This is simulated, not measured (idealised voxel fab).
Documented hereafter: the process module known as voxel fin reveal.
The width of the displayed cross-section, cut, is 160 nm; its cells are square, with a size of 5 nm.
Cross-section, as written here: a square-cell grid given band by band from the top down, where a band holds one or more rows of cells. The entry gives the band's vertical extent as a top height and a bottom height in nm, then its horizontal make-up as materials from left to right, each with a width in nm. "blank" stands for empty space; a single material marked "everywhere" fills the band edge to edge. Heights are expressed relative to 0, this being the level below which the as-received wafer comprises one material exclusively. The lowest band is unbounded in the downward direction and is denoted as in "0 nm and below". Width spec "30->40" -> top row of cells at first value, bottom row at second value, equal per-row change in between. For the purposes of this document, the phrase "no alteration" attached to a step denotes that no cell within the cross-section was modified by that step. "Enclosed cavities": empty spaces of 8 cells or more with no open way to the top, each given as width x height at distance, distance from the left edge, all in nm. Step line, after settings: the simulator's comment on this step. For masked steps, "overlay nm" on the step line gives how far right of plan the mask actually lay; a minus sign means it lay to the left.

## Listed below are the process steps as planned
| 1 | RECEIVE: material Si |
| 2 | CONFORMAL_DEP: material SiN, thk nm 10 |
| 3 | PATTERN: tone cover, mask id FINS, material resist, width nm 15, pitch nm 40, thk nm 20, overlay nm 0 |
| 4 | DIRECTIONAL_ETCH: etch materials SiN, depth nm 10 |
| 5 | DIRECTIONAL_ETCH: etch materials Si, depth nm 30 |
| 6 | STRIP: etch materials resist |
| 7 | OXIDIZE: depth nm 5 |
| 8 | FILL_DEP: material SiO2, thk nm 5 |
| 9 | CMP: height nm 10 |
| 10 | SELECTIVE_ETCH: etch materials SiO2, depth nm 25 |
| 11 | STRIP: etch materials SiN |
| 12 | CONFORMAL_DEP: material HfO2, thk nm 5 |

## Step 1 complete: cross-section of the wafer as received
    0 nm and below = Si everywhere
    Enclosed cavities: none

## Starting wafer: above. Plan: above. Run: one mistake. Cross-section after the module: below
    5 nm to 0 nm = blank 30 / HfO2 15 / blank 25 / HfO2 15 / blank 25 / HfO2 15 / blank 35
    0 nm to -30 nm = blank 30 / HfO2 5 / Si 5 / HfO2 5 / blank 25 / HfO2 5 / Si 5 / HfO2 5 / blank 25 / HfO2 5 / Si 5 / HfO2 5 / blank 35
    -30 nm to -35 nm = HfO2 35 / Si 5 / HfO2 35 / Si 5 / HfO2 35 / Si 5 / HfO2 40
    -35 nm and below = Si everywhere
    Enclosed cavities: none
In executing the process, a mistake was made relative to the plan: step 10 of the plan was performed twice
